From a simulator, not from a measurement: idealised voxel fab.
The following is a process module called voxel gate over fins.
Pictured: cross-section cut, 280 nm wide, on a grid of 5 nm square cells.
Cross-section, as written here: a square-cell grid given band by band from the top down, where a band holds one or more rows of cells. Top height, bottom height, nm. Materials left to right, width each, nm. Single material + "everywhere" = fills band edge to edge. "air" = empty. Heads up on the height convention: 0 is the point under which the incoming wafer is all one material, and the lowest band has no bottom, it just keeps going down, like "from 0 down". Width "30..40": first value at the band's top row of cells, second value at its bottom row, equal change from row to row. Take "no modification" at face value: in the step it is given for, the cross-section changed in none of its cells. Entry "Trapped cavities". Content: empty spaces with no open connection to the top, size 8 cells or greater. Each: width x height at distance. Distance: from left edge. Unit: nm. Heads up: the bit after the settings on a step's line is the simulator's remark on that step. overlay nm: mask right of planned place by this much (step with mask). Neg. = left.
Planned step list for the process:
1: op RECEIVE | material Si
2: op CONFORMAL_DEP | material SiN | thk nm 10
3: op MASKED_ETCH | tone cover | mask id FINS | width nm 15 | pitch nm 55 | etch materials SiN | depth nm 10 | overlay nm 0
4: op MASKED_ETCH | tone cover | mask id FINS | width nm 15 | pitch nm 55 | etch materials Si | depth nm 30 | overlay nm 0
5: op OXIDIZE | depth nm 5
6: op FILL_DEP | material SiO2 | thk nm 5
7: op CMP | height nm 10
8: op PATTERN | tone open | mask id RAIL | material resist | width nm 15 | thk nm 15 | overlay nm 0
9: op DIRECTIONAL_ETCH | etch materials SiO2 | depth nm 35
10: op STRIP | etch materials resist
11: op CONFORMAL_DEP | material TiN | thk nm 5
12: op FILL_DEP | material Ru | thk nm 10
13: op CMP | height nm 10
14: op SELECTIVE_ETCH | etch materials W Ru TiN | depth nm 25
15: op FILL_DEP | material SiO2 | thk nm 5
16: op CMP | height nm 10
17: op SELECTIVE_ETCH | etch materials SiO2 | depth nm 20
18: op STRIP | etch materials SiN
19: op CONFORMAL_DEP | material HfO2 | thk nm 5
20: op CONFORMAL_DEP | material TiN | thk nm 5
21: op FILL_DEP | material W | thk nm 10
22: op CMP | height nm 15
23: op CONFORMAL_DEP | material SiN | thk nm 5
Delivered wafer in cross-section: state after step 1:
from 0 down = Si everywhere
Trapped cavities: none
Sectioned view, first of two wafers, at the close of the module, processed as intended in the plan:
from 20 to 15 = SiN everywhere
from 15 to 10 = W everywhere
from 10 to 5 = 45 W, 25 TiN, 30 W, 25 TiN, 30 W, 25 TiN, 30 W, 25 TiN, 45 W
from 5 to 0 = 45 W, 5 TiN, 15 HfO2, 5 TiN, 30 W, 5 TiN, 15 HfO2, 5 TiN, 30 W, 5 TiN, 15 HfO2, 5 TiN, 30 W, 5 TiN, 15 HfO2, 5 TiN, 45 W
from 0 to -5 = 50 TiN, 5 HfO2, 5 Si, 5 HfO2, 40 TiN, 5 HfO2, 5 Si, 5 HfO2, 40 TiN, 5 HfO2, 5 Si, 5 HfO2, 40 TiN, 5 HfO2, 5 Si, 5 HfO2, 50 TiN
from -5 to -10 = 55 HfO2, 5 Si, 50 HfO2, 5 Si, 50 HfO2, 5 Si, 50 HfO2, 5 Si, 55 HfO2
from -10 to -15 = 55 SiO2, 5 Si, 50 SiO2, 5 Si, 50 SiO2, 5 Si, 50 SiO2, 5 Si, 55 SiO2
from -15 to -20 = 55 SiO2, 5 Si, 15 SiO2, 5 TiN, 5 Ru, 5 TiN, 20 SiO2, 5 Si, 50 SiO2, 5 Si, 50 SiO2, 5 Si, 55 SiO2
from -20 to -25 = 55 SiO2, 5 Si, 15 SiO2, 15 TiN, 20 SiO2, 5 Si, 50 SiO2, 5 Si, 50 SiO2, 5 Si, 55 SiO2
from -25 to -35 = 55 SiO2, 5 Si, 50 SiO2, 5 Si, 50 SiO2, 5 Si, 50 SiO2, 5 Si, 55 SiO2
from -35 down = Si everywhere
Trapped cavities: none
Second wafer through the module, sectioned at the end: same beginning and same plan as the first wafer, with one mistake in carrying it out:
from 20 to 15 = SiN everywhere
from 15 to 10 = W everywhere
from 10 to 5 = 45 W, 25 TiN, 30 W, 25 TiN, 30 W, 25 TiN, 30 W, 25 TiN, 45 W
from 5 to 0 = 45 W, 5 TiN, 15 HfO2, 5 TiN, 30 W, 5 TiN, 15 HfO2, 5 TiN, 30 W, 5 TiN, 15 HfO2, 5 TiN, 30 W, 5 TiN, 15 HfO2, 5 TiN, 45 W
from 0 to -5 = 50 TiN, 5 HfO2, 5 Si, 5 HfO2, 40 TiN, 5 HfO2, 5 Si, 5 HfO2, 40 TiN, 5 HfO2, 5 Si, 5 HfO2, 40 TiN, 5 HfO2, 5 Si, 5 HfO2, 50 TiN
from -5 to -10 = 55 HfO2, 5 Si, 50 HfO2, 5 Si, 50 HfO2, 5 Si, 50 HfO2, 5 Si, 55 HfO2
from -10 to -15 = 55 SiO2, 5 Si, 50 SiO2, 5 Si, 50 SiO2, 5 Si, 50 SiO2, 5 Si, 55 SiO2
from -15 to -20 = 55 SiO2, 5 Si, 15 SiO2, 5 TiN, 5 Ru, 5 TiN, 20 SiO2, 5 Si, 50 SiO2, 5 Si, 50 SiO2, 5 Si, 55 SiO2
from -20 to -25 = 55 SiO2, 5 Si, 15 SiO2, 15 TiN, 20 SiO2, 5 Si, 50 SiO2, 5 Si, 50 SiO2, 5 Si, 55 SiO2
from -25 to -65 = 55 SiO2, 5 Si, 50 SiO2, 5 Si, 50 SiO2, 5 Si, 50 SiO2, 5 Si, 55 SiO2
from -65 down = Si everywhere
Trapped cavities: none
Finding, execution versus plan: plan step 4 was conducted twice
End of process, cell counts, second wafer against first, materials with more or fewer: Si -312 | SiO2 +312
